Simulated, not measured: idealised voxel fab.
Process module in this document: voxel ribs on slabs
This is section cut - it's 225 nm across, gridded in 5 nm square cells.
Throughout this document, each cross-section is represented as a grid of square cells and is presented as a sequence of bands enumerated from the top downward, where a band comprises one or more rows of cells.
Read a band's entry like this: the first values are the height of its top and the height of its bottom in nm, and what follows is the sequence of materials from left to right, each with its width in nm. Note that "blank" is empty space, and that a single material marked "everywhere" reaches across the band from edge to edge.
We count height from 0. Below that, the starting wafer is all one material. The lowest band never ends at the bottom but goes on down; see "0 nm and below" for how that is written.
Graded width ("30->40"): value in top row of band = first number; value in bottom row = second number; row-to-row change constant.
Any step labelled "all unchanged" changed none of the cells in the cross-section.
Heads up: "Sealed cavities" only lists the empty pockets with no open path to the top that are 8 cells or more, and it writes them as width x height at distance, distance from the left edge, in nm.
It should be noted that, on the line of a given step, the content following the step's settings is a remark produced by the simulator itself with respect to that step.
The setting "overlay nm" may be written on the line of a step. When the step uses a mask, the value reports how far to the right of the planned place the mask lay, and a negative value reports that it lay to the left.

The process steps that were planned are listed below
1 RECEIVE, material Si
2 DIRECTIONAL_DEP, material SiO2, thk nm 25
3 DIRECTIONAL_DEP, material polySi, thk nm 20
4 PATTERN, tone cover, mask id RIB, material resist, width nm 15, thk nm 20, overlay nm 0
5 DIRECTIONAL_ETCH, etch materials polySi, depth nm 15
6 STRIP, etch materials resist
7 MASKED_ETCH, tone cover, mask id SLAB, width nm 65, etch materials polySi, depth nm 5, overlay nm 0
8 FILL_DEP, material SiO2, thk nm 20
9 CMP, height nm 55
10 DIRECTIONAL_DEP, material W, thk nm 5
11 PATTERN, tone cover, mask id HEATER, material resist, width nm 25, thk nm 15, overlay nm 0
12 DIRECTIONAL_ETCH, etch materials W, depth nm 10
13 STRIP, etch materials resist
14 CONFORMAL_DEP, material SiN, thk nm 10
Same starting wafers, different thk nm at step 10. Plan value belongs to the first wafer.

As-received cross-section, first of several wafers, post step 1
* 0 nm and below | Si everywhere
* Sealed cavities: none

wafer rows; end of module; cells per material since receipt: (+) gained, (-) lost; then closed voids
thk nm 5; +94 SiN; +473 SiO2; +5 W; +22 polySi; Sealed cavities: none
thk nm 10; +98 SiN; +473 SiO2; +10 W; +22 polySi; Sealed cavities: none
thk nm 15; +98 SiN; +473 SiO2; +55 W; +22 polySi; Sealed cavities: none
thk nm 20; +98 SiN; +473 SiO2; +100 W; +22 polySi; Sealed cavities: none
thk nm 25; +98 SiN; +473 SiO2; +145 W; +22 polySi; Sealed cavities: none
